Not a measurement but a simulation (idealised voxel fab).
Proc. module: voxel ribs on slabs
Cross-sectional view cut (width: 180 nm; square cell size: 5 nm).
Heads up, the way a cross-section reads in here is a grid of square cells, handed over as bands from the top down, with every band being one or more rows of cells. Each band's line starts with the height of the band's top and of its bottom, in nm. Then come its materials from left to right, each with its width in nm. One material with "everywhere" fills the band from edge to edge. "air" is empty space. The reference from which all heights are counted is 0, the level beneath which the as-received wafer is entirely one material; the lowest band, having no lower bound, proceeds downward and is written after the example "0 down". Read "30->40" as a graded width: first number on top, second number at the bottom, same change between each pair of neighbouring rows. It should be understood that the words "no modification", when stated for a given step, signify that the cross-section underwent no change in any of its cells during that step. Enclosed voids (no open way to top), threshold 8 cells or more, entry "Voids, enclosed", notation width x height at distance, distance from left edge, nm. The remark found on a step's line after its settings is issued by the simulator itself and pertains to that step. "overlay nm" answers the question of how far to the right of plan the mask lay on a step that has a mask, and when it is negative the answer is to the left.

These are the steps we planned for the process
1,RECEIVE (material Si)
2,DIRECTIONAL_DEP (material SiO2; thk nm 25)
3,DIRECTIONAL_DEP (material polySi; thk nm 15)
4,MASKED_ETCH (tone cover; mask id RIB; width nm 20; etch materials polySi; depth nm 10; overlay nm 0)
5,PATTERN (tone cover; mask id SLAB; material resist; width nm 80; thk nm 15; overlay nm 0)
6,DIRECTIONAL_ETCH (etch materials polySi; depth nm 5)
7,STRIP (etch materials resist)
8,FILL_DEP (material SiO2; thk nm 20)
9,CMP (height nm 50)
10,DIRECTIONAL_DEP (material W; thk nm 5)
11,PATTERN (tone cover; mask id HEATER; material resist; width nm 30; thk nm 20; overlay nm 0)
12,DIRECTIONAL_ETCH (etch materials W; depth nm 5)
13,STRIP (etch materials resist)
14,CONFORMAL_DEP (material SiN; thk nm 10)

On the first of the two wafers: run conducted according to plan

Cross-section of the wafer at receipt, which is the condition after step 1
    0 down | Si everywhere
    Voids, enclosed: none

after step 2
    25 to 0 | SiO2 everywhere
    Note: structure below 0 unchanged.

after step 3
    40 to 25 | polySi everywhere
    Note: structure below 25 unchanged.

after step 4
    40 to 30 | air (80) / polySi (20) / air (80)
    Note: structure below 30 unchanged.

after step 5
    55 to 40 | air (50) / resist (80) / air (50)
    40 to 30 | air (50) / resist (30) / polySi (20) / resist (30) / air (50)
    Note: structure below 30 unchanged.

after step 6
    55 to 40 | air (50) / resist (80) / air (50)
    40 to 30 | air (50) / resist (30) / polySi (20) / resist (30) / air (50)
    30 to 25 | air (50) / polySi (80) / air (50)
    Note: structure below 25 unchanged.

after step 7
    40 to 30 | air (80) / polySi (20) / air (80)
    Note: structure below 30 unchanged.

after step 8
    60 to 40 | SiO2 everywhere
    40 to 30 | SiO2 (80) / polySi (20) / SiO2 (80)
    30 to 25 | SiO2 (50) / polySi (80) / SiO2 (50)
    Note: structure below 25 unchanged.

after step 9
    50 to 40 | SiO2 everywhere
    Note: structure below 40 unchanged.

after step 10
    55 to 50 | W everywhere
    Note: structure below 50 unchanged.

after step 11
    75 to 55 | air (75) / resist (30) / air (75)
    Note: structure below 55 unchanged.

after step 12
    75 to 55 | air (75) / resist (30) / air (75)
    55 to 50 | air (75) / W (30) / air (75)
    Note: structure below 50 unchanged.

after step 13
    55 to 50 | air (75) / W (30) / air (75)
    Note: structure below 50 unchanged.

after step 14
    65 to 60 | air (65) / SiN (50) / air (65)
    60 to 55 | SiN everywhere
    55 to 50 | SiN (75) / W (30) / SiN (75)
    Note: structure below 50 unchanged.

Second wafer, same starting conditions and recipe as the first, one mistake in executing it, nothing differs from the first up to and including step 2

Cross-section: second wafer, time at which step 3 was scheduled to end
    55 to 25 | polySi everywhere
    Note: structure below 25 unchanged.

Cross-section: second wafer, time at which step 4 was scheduled to end
    55 to 45 | air (80) / polySi (20) / air (80)
    Note: structure below 45 unchanged.

Cross-section: second wafer, time at which step 5 was scheduled to end
    70 to 55 | air (50) / resist (80) / air (50)
    55 to 45 | air (50) / resist (30) / polySi (20) / resist (30) / air (50)
    Note: structure below 45 unchanged.

Cross-section: second wafer, time at which step 6 was scheduled to end
    70 to 55 | air (50) / resist (80) / air (50)
    55 to 45 | air (50) / resist (30) / polySi (20) / resist (30) / air (50)
    45 to 40 | air (50) / polySi (80) / air (50)
    Note: structure below 40 unchanged.

Cross-section: second wafer, time at which step 7 was scheduled to end
    55 to 45 | air (80) / polySi (20) / air (80)
    Note: structure below 45 unchanged.

Cross-section: second wafer, time at which step 8 was scheduled to end
    75 to 55 | SiO2 everywhere
    55 to 45 | SiO2 (80) / polySi (20) / SiO2 (80)
    45 to 40 | SiO2 (50) / polySi (80) / SiO2 (50)
    Note: structure below 40 unchanged.

Cross-section: second wafer, time at which step 9 was scheduled to end
    50 to 40 | SiO2 (80->50) / polySi (20->80) / SiO2 (80->50)
    Note: structure below 40 unchanged.

Cross-section: second wafer, time at which step 10 was scheduled to end
    55 to 50 | W everywhere
    Note: structure below 50 unchanged.

Cross-section: second wafer, time at which step 11 was scheduled to end
    75 to 55 | air (75) / resist (30) / air (75)
    Note: structure below 55 unchanged.

Cross-section: second wafer, time at which step 12 was scheduled to end
    75 to 55 | air (75) / resist (30) / air (75)
    55 to 50 | air (75) / W (30) / air (75)
    Note: structure below 50 unchanged.

Cross-section: second wafer, time at which step 13 was scheduled to end
    55 to 50 | air (75) / W (30) / air (75)
    Note: structure below 50 unchanged.

Cross-section: second wafer, time at which step 14 was scheduled to end
    65 to 60 | air (65) / SiN (50) / air (65)
    60 to 55 | SiN everywhere
    55 to 50 | SiN (75) / W (30) / SiN (75)
    Note: structure below 50 unchanged.
Which mistake was made when the wafer was run? step 3 in the plan was executed twice
In the final state, the cell counts of the second wafer exceed or fall short of those of the first for the following materials: 104 fewer of SiO2; 104 more of polySi
